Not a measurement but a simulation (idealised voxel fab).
process module | voxel tone inversion
Square cell edge 5 nm, section width 160 nm, ID cut.
Just so we're on the same page, the cross-sections are grids of square cells, and they're listed out in bands top to bottom, each band one or more rows deep. The entry gives the band's vertical extent as a top height and a bottom height in nm, then its horizontal make-up as materials from left to right, each with a width in nm. "blank" stands for empty space; a single material marked "all across" fills the band edge to edge. The reference from which all heights are counted is 0, the level beneath which the as-received wafer is entirely one material; the lowest band, having no lower bound, proceeds downward and is written after the example "0 down". It should be noted that a width expressed as "30..40" varies in equal increments from row to row of cells within the band, taking the value of the first number at the top row and that of the second number at the bottom row. When a step is marked "no modification", none of the cells in the cross-section changed during that step. Reported under the label "Entrapped void list" are the empty spaces having no open way to the top and comprising 8 cells or more; the notation for each is width x height at distance, in which the distance is measured from the left edge and all three values are in nm. Anything after a step's settings on that line? It's the simulator's own note about the step. The setting "overlay nm" may be written on the line of a step. When the step uses a mask, the value reports how far to the right of the planned place the mask lay, and a negative value reports that it lay to the left.
The process steps that were planned are listed below
1) op RECEIVE | material Si
2) op CONFORMAL_DEP | material SiN | thk nm 10
3) op DIRECTIONAL_DEP | material aC | thk nm 15
4) op PATTERN | tone cover | mask id POSTS | material resist | width nm 20 | pitch nm 50 | thk nm 20 | overlay nm 0
5) op DIRECTIONAL_ETCH | etch materials aC | depth nm 15
6) op STRIP | etch materials resist
7) op FILL_DEP | material SiO2 | thk nm 5
8) op CMP | height nm 25
9) op STRIP | etch materials aC
Wafer, first of two, run as planned
As received (post step 1): cross-section
	0 down: Si all across
	Entrapped void list: none
The wafer in cross-section once step 2 is complete
	10 to 0: SiN all across
	Beneath the level 0, the cross-section is identical to its previous state.
The wafer in cross-section once step 3 is complete
	25 to 10: aC all across
	Beneath the level 10, the cross-section is identical to its previous state.
The wafer in cross-section once step 4 is complete
	45 to 25: blank (20) / resist (20) / blank (30) / resist (20) / blank (30) / resist (20) / blank (20)
	Beneath the level 25, the cross-section is identical to its previous state.
The wafer in cross-section once step 5 is complete
	30 to 25: blank (20) / resist (20) / blank (30) / resist (20) / blank (30) / resist (20) / blank (20)
	25 to 10: blank (20) / aC (20) / blank (30) / aC (20) / blank (30) / aC (20) / blank (20)
	Beneath the level 10, the cross-section is identical to its previous state.
The wafer in cross-section once step 6 is complete
	25 to 10: blank (20) / aC (20) / blank (30) / aC (20) / blank (30) / aC (20) / blank (20)
	Beneath the level 10, the cross-section is identical to its previous state.
The wafer in cross-section once step 7 is complete
	30 to 25: SiO2 all across
	25 to 10: SiO2 (20) / aC (20) / SiO2 (30) / aC (20) / SiO2 (30) / aC (20) / SiO2 (20)
	Beneath the level 10, the cross-section is identical to its previous state.
The wafer in cross-section once step 8 is complete
	25 to 10: SiO2 (20) / aC (20) / SiO2 (30) / aC (20) / SiO2 (30) / aC (20) / SiO2 (20)
	Beneath the level 10, the cross-section is identical to its previous state.
The wafer in cross-section once step 9 is complete
	25 to 10: SiO2 (20) / blank (20) / SiO2 (30) / blank (20) / SiO2 (30) / blank (20) / SiO2 (20)
	Beneath the level 10, the cross-section is identical to its previous state.
Okay, second wafer. Nothing different at the start, nothing different in the plan, just one mistake somewhere in the running. As far as step 8, counting that step, it's the first wafer all over again
Second wafer, cross-section, planned end of step 9
	25 to 10: SiO2 (20) / blank (20) / SiO2 (30) / blank (20) / SiO2 (30) / blank (20) / SiO2 (20)
	Beneath the level 10, the cross-section is identical to its previous state.
What went wrong in running the wafer? step 9 from the plan got run twice
It should be noted that the final cross-sections of the two wafers coincide, and the mistake therefore has no effect on the output of this model.
